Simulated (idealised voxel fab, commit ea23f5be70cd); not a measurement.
voxel transistor to metal: a process module
Pictured: cross-section cut, 285 nm wide, on a grid of 5 nm square cells.
In this document a cross-section is written as a grid of square cells. It is given as a series of bands, listed from the top down, and a band is one or more rows of cells.
Band: top height; bottom height; in nm. Then, left to right: material with width in nm, for each material. "all across": a single material spanning edge to edge. "empty": empty space.
Measure heights from 0. That's the level where, below it, the as-received wafer is all one material. The lowest band is bottomless and extends downward; write it as in "0 and below".
A width given as "30..40" starts at the first number in the band's top row and ends at the second number in its bottom row, shifting by an equal amount at every step from row to row.
When a step is marked "left unchanged", none of the cells in the cross-section changed during that step.
Under "Voids, enclosed" you'll find the enclosed gaps, the ones with no way out to the top, that are 8 cells or bigger; each reads width x height at distance, with distance counted from the left edge, everything in nm.
The remark found on a step's line after its settings is issued by the simulator itself and pertains to that step.
The optional step-line setting "overlay nm" applies to steps with a mask and quantifies how far to the right of its planned location the mask lay, a negative value indicating leftward placement.

### The planned process steps are enumerated hereunder
1 RECEIVE, material Si
2 OXIDIZE, depth nm 5
3 CONFORMAL_DEP, material SiN, thk nm 10
4 MASKED_ETCH, tone cover, mask id ACTIVE, width nm 100, pitch nm 130, etch materials SiN, depth nm 10, overlay nm 0
5 MASKED_ETCH, tone cover, mask id ACTIVE, width nm 100, pitch nm 130, etch materials SiO2, depth nm 5, overlay nm 0
6 MASKED_ETCH, tone cover, mask id ACTIVE, width nm 100, pitch nm 130, etch materials Si, depth nm 30, overlay nm 0
7 FILL_DEP, material SiO2, thk nm 5
8 CMP, height nm 10
9 SELECTIVE_ETCH, etch materials SiO2, depth nm 5
10 STRIP, etch materials SiN
11 SELECTIVE_ETCH, etch materials SiO2, depth nm 5
12 OXIDIZE, depth nm 5
13 DIRECTIONAL_DEP, material polySi, thk nm 25
14 DIRECTIONAL_DEP, material SiCN, thk nm 15
15 DIRECTIONAL_DEP, material aC, thk nm 15
16 PATTERN, tone cover, mask id GATE, material resist, width nm 20, pitch nm 130, thk nm 35, overlay nm 0
17 DIRECTIONAL_ETCH, etch materials aC, depth nm 15
18 STRIP, etch materials resist
19 DIRECTIONAL_ETCH, etch materials SiCN, depth nm 25
20 DIRECTIONAL_ETCH, etch materials polySi, depth nm 35
21 STRIP, etch materials aC
22 CONFORMAL_DEP, material SiO2, thk nm 5
23 DIRECTIONAL_ETCH, etch materials SiO2, depth nm 5
24 CONFORMAL_DEP, material SiN, thk nm 10
25 DIRECTIONAL_ETCH, etch materials SiN, depth nm 10
26 DIRECTIONAL_ETCH, etch materials SiO2, depth nm 5
27 EPI, material pSi, thk nm 5
28 FILL_DEP, material SiO2, thk nm 10
29 CMP, height nm 35
30 DIRECTIONAL_DEP, material SiO2, thk nm 15
31 PATTERN, tone open, mask id CONTACT, material resist, width nm 15, pitch nm 65, thk nm 20, overlay nm 0
32 DIRECTIONAL_ETCH, etch materials SiO2, depth nm 55
33 STRIP, etch materials resist
34 CONFORMAL_DEP, material TiN, thk nm 5
35 FILL_DEP, material Ru, thk nm 5
36 CMP, height nm 50
37 CONFORMAL_DEP, material SiCN, thk nm 5
38 DIRECTIONAL_DEP, material lowk, thk nm 20
39 PATTERN, tone open, mask id METAL_1, material resist, width nm 15, pitch nm 65, thk nm 15, overlay nm 0
40 DIRECTIONAL_ETCH, etch materials lowk, depth nm 20
41 DIRECTIONAL_ETCH, etch materials SiCN, depth nm 5
42 STRIP, etch materials resist
43 CONFORMAL_DEP, material TiN, thk nm 5
44 FILL_DEP, material W, thk nm 10
45 CMP, height nm 75
46 EPI, material Ru, thk nm 5
47 FILL_DEP, material SiCN, thk nm 5

### Wafer at receipt (post step 1), cross-section
0 and below | Si all across
Voids, enclosed: none

### Cross-section, first of two wafers, end of module, run as planned
85 down to 80 | SiCN all across
80 down to 75 | 30 SiCN; 25 Ru; 40 SiCN; 25 Ru; 40 SiCN; 25 Ru; 40 SiCN; 25 Ru; 35 SiCN
75 down to 55 | 35 lowk; 5 TiN; 5 W; 5 TiN; 50 lowk; 5 TiN; 5 W; 5 TiN; 50 lowk; 5 TiN; 5 W; 5 TiN; 50 lowk; 5 TiN; 5 W; 5 TiN; 40 lowk
55 down to 50 | 35 SiCN; 15 TiN; 50 SiCN; 15 TiN; 50 SiCN; 15 TiN; 50 SiCN; 15 TiN; 40 SiCN
50 down to 35 | 35 SiO2; 5 TiN; 5 Ru; 5 TiN; 50 SiO2; 5 TiN; 5 Ru; 5 TiN; 50 SiO2; 5 TiN; 5 Ru; 5 TiN; 50 SiO2; 5 TiN; 5 Ru; 5 TiN; 40 SiO2
35 down to 20 | 35 SiO2; 5 TiN; 5 Ru; 5 TiN; 10 SiN; 5 SiO2; 20 SiCN; 5 SiO2; 10 SiN; 5 TiN; 5 Ru; 5 TiN; 50 SiO2; 5 TiN; 5 Ru; 5 TiN; 10 SiN; 5 SiO2; 20 SiCN; 5 SiO2; 10 SiN; 5 TiN; 5 Ru; 5 TiN; 40 SiO2
20 down to 0 | 35 SiO2; 5 TiN; 5 Ru; 5 TiN; 10 SiN; 5 SiO2; 20 polySi; 5 SiO2; 10 SiN; 5 TiN; 5 Ru; 5 TiN; 50 SiO2; 5 TiN; 5 Ru; 5 TiN; 10 SiN; 5 SiO2; 20 polySi; 5 SiO2; 10 SiN; 5 TiN; 5 Ru; 5 TiN; 40 SiO2
0 down to -5 | 25 SiO2; 10 SiN; 15 TiN; 10 SiN; 5 SiO2; 20 polySi; 5 SiO2; 10 SiN; 15 TiN; 10 SiN; 30 SiO2; 10 SiN; 15 TiN; 10 SiN; 5 SiO2; 20 polySi; 5 SiO2; 10 SiN; 15 TiN; 10 SiN; 30 SiO2
-5 down to -10 | 35 SiO2; 15 pSi; 50 SiO2; 15 pSi; 50 SiO2; 15 pSi; 50 SiO2; 15 pSi; 40 SiO2
-10 down to -35 | 25 SiO2; 100 Si; 30 SiO2; 100 Si; 30 SiO2
-35 and below | Si all across
Voids, enclosed: none

### Second wafer cross-section at end of module - shared start and plan with the first, one mistake in the run
85 down to 80 | SiCN all across
80 down to 75 | 30 SiCN; 25 Ru; 40 SiCN; 25 Ru; 40 SiCN; 25 Ru; 40 SiCN; 25 Ru; 35 SiCN
75 down to 55 | 35 lowk; 5 TiN; 5 W; 5 TiN; 50 lowk; 5 TiN; 5 W; 5 TiN; 50 lowk; 5 TiN; 5 W; 5 TiN; 50 lowk; 5 TiN; 5 W; 5 TiN; 40 lowk
55 down to 50 | 35 SiCN; 15 TiN; 50 SiCN; 15 TiN; 50 SiCN; 15 TiN; 50 SiCN; 15 TiN; 40 SiCN
50 down to 35 | 35 SiO2; 5 TiN; 5 Ru; 5 TiN; 50 SiO2; 5 TiN; 5 Ru; 5 TiN; 50 SiO2; 5 TiN; 5 Ru; 5 TiN; 50 SiO2; 5 TiN; 5 Ru; 5 TiN; 40 SiO2
35 down to 20 | 35 SiO2; 5 TiN; 5 Ru; 5 TiN; 10 SiN; 5 SiO2; 20 SiCN; 5 SiO2; 10 SiN; 5 TiN; 5 Ru; 5 TiN; 50 SiO2; 5 TiN; 5 Ru; 5 TiN; 10 SiN; 5 SiO2; 20 SiCN; 5 SiO2; 10 SiN; 5 TiN; 5 Ru; 5 TiN; 40 SiO2
20 down to 15 | 35 SiO2; 5 TiN; 5 Ru; 5 TiN; 10 SiN; 5 SiO2; 20 polySi; 5 SiO2; 10 SiN; 5 TiN; 5 Ru; 5 TiN; 50 SiO2; 5 TiN; 5 Ru; 5 TiN; 10 SiN; 5 SiO2; 20 polySi; 5 SiO2; 10 SiN; 5 TiN; 5 Ru; 5 TiN; 40 SiO2
15 down to 10 | 35 SiO2; 15 TiN; 10 SiN; 5 SiO2; 20 polySi; 5 SiO2; 10 SiN; 15 TiN; 50 SiO2; 15 TiN; 10 SiN; 5 SiO2; 20 polySi; 5 SiO2; 10 SiN; 15 TiN; 40 SiO2
10 down to 0 | 50 SiO2; 10 SiN; 5 SiO2; 20 polySi; 5 SiO2; 10 SiN; 80 SiO2; 10 SiN; 5 SiO2; 20 polySi; 5 SiO2; 10 SiN; 55 SiO2
0 down to -5 | 25 SiO2; 10 SiN; 15 SiO2; 10 SiN; 5 SiO2; 20 polySi; 5 SiO2; 10 SiN; 15 SiO2; 10 SiN; 30 SiO2; 10 SiN; 15 SiO2; 10 SiN; 5 SiO2; 20 polySi; 5 SiO2; 10 SiN; 15 SiO2; 10 SiN; 30 SiO2
-5 down to -10 | 35 SiO2; 15 pSi; 50 SiO2; 15 pSi; 50 SiO2; 15 pSi; 50 SiO2; 15 pSi; 40 SiO2
-10 down to -35 | 25 SiO2; 100 Si; 30 SiO2; 100 Si; 30 SiO2
-35 and below | Si all across
Voids, enclosed: none
Nonconformance to the process plan: step 30 of the plan saw execution twice
Wrapping up, a cell-based count of both wafers puts the second over or under the first for these materials: Ru -12; SiO2 +36; TiN -24
